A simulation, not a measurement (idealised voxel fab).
Herein follows the process module entitled voxel trench capacitor.
Displayed cross-section: cut, width of 300 nm, square cells sized 5 nm.
Throughout this document, each cross-section is represented as a grid of square cells and is presented as a sequence of bands enumerated from the top downward, where a band comprises one or more rows of cells.
First you get the band's top height and its bottom height, in nm, and then the materials it's made of, left to right, with each width in nm. If you see a single material with "everywhere", that one covers the band edge to edge. "empty" is empty space.
Height reference: 0 = level under which incoming wafer is all one material. Lowest band: no bottom, runs on downward, e.g. "0 nm and below".
Per-row width for "30 to 40": begins at first number (top row of band), ends at second number (bottom row), increment between rows held constant.
The designation "no modifications", where it is given for a processing step, indicates that no cell of the cross-section was altered in the course of that step.
Entry "Sealed cavities". Content: empty spaces with no open connection to the top, size 8 cells or greater. Each: width x height at distance. Distance: from left edge. Unit: nm.
Step line, after settings: the simulator's comment on this step.
"overlay nm" denotes, for a step that has a mask, the displacement of the mask to the right of its planned place, with negative values corresponding to the left.
# Set out below are the planned steps of the process
step 1: RECEIVE [material Si]
step 2: CONFORMAL_DEP [material SiN] [thk nm 5]
step 3: DIRECTIONAL_DEP [material aC] [thk nm 10]
step 4: PATTERN [tone open] [mask id TRENCH] [material resist] [width nm 20] [pitch nm 35] [thk nm 30] [overlay nm 0]
step 5: DIRECTIONAL_ETCH [etch materials aC] [depth nm 10]
step 6: STRIP [etch materials resist]
step 7: DIRECTIONAL_ETCH [etch materials SiN] [depth nm 5]
step 8: DIRECTIONAL_ETCH [etch materials Si] [depth nm 35]
step 9: STRIP [etch materials aC]
step 10: CONFORMAL_DEP [material SiO2] [thk nm 5]
step 11: FILL_DEP [material polySi] [thk nm 10]
step 12: CMP [height nm 5]
# As-received state of the wafer in cross-section, equivalent to post-step 1
> 0 nm and below  Si everywhere
> Sealed cavities: none
# Run as planned - first of the two wafers cross-sectioned at the end of the module
> 5 nm to 0 nm  SiN 105 / SiO2 5 / polySi 10 / SiO2 5 / SiN 15 / SiO2 5 / polySi 10 / SiO2 5 / SiN 15 / SiO2 5 / polySi 10 / SiO2 5 / SiN 105
> 0 nm to -30 nm  Si 105 / SiO2 5 / polySi 10 / SiO2 5 / Si 15 / SiO2 5 / polySi 10 / SiO2 5 / Si 15 / SiO2 5 / polySi 10 / SiO2 5 / Si 105
> -30 nm to -35 nm  Si 105 / SiO2 20 / Si 15 / SiO2 20 / Si 15 / SiO2 20 / Si 105
> -35 nm and below  Si everywhere
> Sealed cavities: none
# Second wafer cross-section at end of module - shared start and plan with the first, one mistake in the run
> 5 nm to 0 nm  SiN 105 / SiO2 5 / polySi 10 / SiO2 5 / SiN 15 / SiO2 5 / polySi 10 / SiO2 5 / SiN 15 / SiO2 5 / polySi 10 / SiO2 5 / SiN 105
> 0 nm to -65 nm  Si 105 / SiO2 5 / polySi 10 / SiO2 5 / Si 15 / SiO2 5 / polySi 10 / SiO2 5 / Si 15 / SiO2 5 / polySi 10 / SiO2 5 / Si 105
> -65 nm to -70 nm  Si 105 / SiO2 20 / Si 15 / SiO2 20 / Si 15 / SiO2 20 / Si 105
> -70 nm and below  Si everywhere
> Sealed cavities: none
Plan not followed: step 8 of the plan was performed twice
The closing comparison, in cells, has the second wafer with more or fewer of some materials than the first: Si: 84 fewer; SiO2: 42 more; polySi: 42 more
